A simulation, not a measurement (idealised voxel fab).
Process module under the name voxel fin reveal
It is cross-section cut that appears here, measuring 245 nm in width, its square cells being 5 nm in size.
Reading order for cross-sections: top band down to bottom band. Underlying form: a grid of square cells. Band size: one or more rows of cells.
For a band, the entry starts with two heights in nm, that of the top and then that of the bottom, and carries on with the band's materials in order from left to right, each alongside its width in nm; the word "everywhere" beside a single material means it fills the band edge to edge, and "blank" means empty space.
Below 0: as-received wafer, all one material; heights counted from there. Lowest band: no bottom, goes on down, written "0 nm and below".
A width given as "30..40" starts at the first number in the band's top row and ends at the second number in its bottom row, shifting by an equal amount at every step from row to row.
No cell of the cross-section changed in a step that is given as "no modification".
Look at "Sealed internal cavities" for the closed voids: empty spaces with no open path to the top, sized 8 cells or up. Each is width x height at distance, distance from the left edge, all nm.
It should be noted that, on the line of a given step, the content following the step's settings is a remark produced by the simulator itself with respect to that step.
A step's line can hold "overlay nm"; with a mask on that step, the setting says how far right of the planned place the mask lay, while a negative setting says it lay to the left.

[Here's what the planned process steps look like]
1) RECEIVE | material Si
2) CONFORMAL_DEP | material SiN | thk nm 10
3) MASKED_ETCH | tone cover | mask id FINS | width nm 15 | pitch nm 40 | etch materials SiN | depth nm 10 | overlay nm 0
4) MASKED_ETCH | tone cover | mask id FINS | width nm 15 | pitch nm 40 | etch materials Si | depth nm 35 | overlay nm -15
5) OXIDIZE | depth nm 5
6) FILL_DEP | material SiO2 | thk nm 15
7) CMP | height nm 10
8) SELECTIVE_ETCH | etch materials SiO2 | depth nm 20
9) STRIP | etch materials SiN
10) CONFORMAL_DEP | material HfO2 | thk nm 5
Quick note for whoever runs this: the wafers start identical, but the overlay nm at step 4 isn't the same across them. The plan just shows what the first wafer had.

[Cross-section, first of several wafers, as delivered after step 1]
    0 nm and below  Si everywhere
    Sealed internal cavities: none

[Heads up, this table goes wafer by wafer. A row tells you, at the end of the module, how many cells of each material that wafer has put on (+) or dropped (-) since it was received, and then its closed voids]
overlay nm -15; +65 HfO2; -276 Si; +198 SiO2; Sealed internal cavities: none
overlay nm -10; +65 HfO2; -304 Si; +222 SiO2; Sealed internal cavities: none
overlay nm -5; +65 HfO2; -332 Si; +246 SiO2; Sealed internal cavities: none
overlay nm 0; +65 HfO2; -360 Si; +270 SiO2; Sealed internal cavities: none
overlay nm 5; +65 HfO2; -332 Si; +246 SiO2; Sealed internal cavities: none
overlay nm 10; +65 HfO2; -304 Si; +222 SiO2; Sealed internal cavities: none
overlay nm 15; +65 HfO2; -276 Si; +198 SiO2; Sealed internal cavities: none
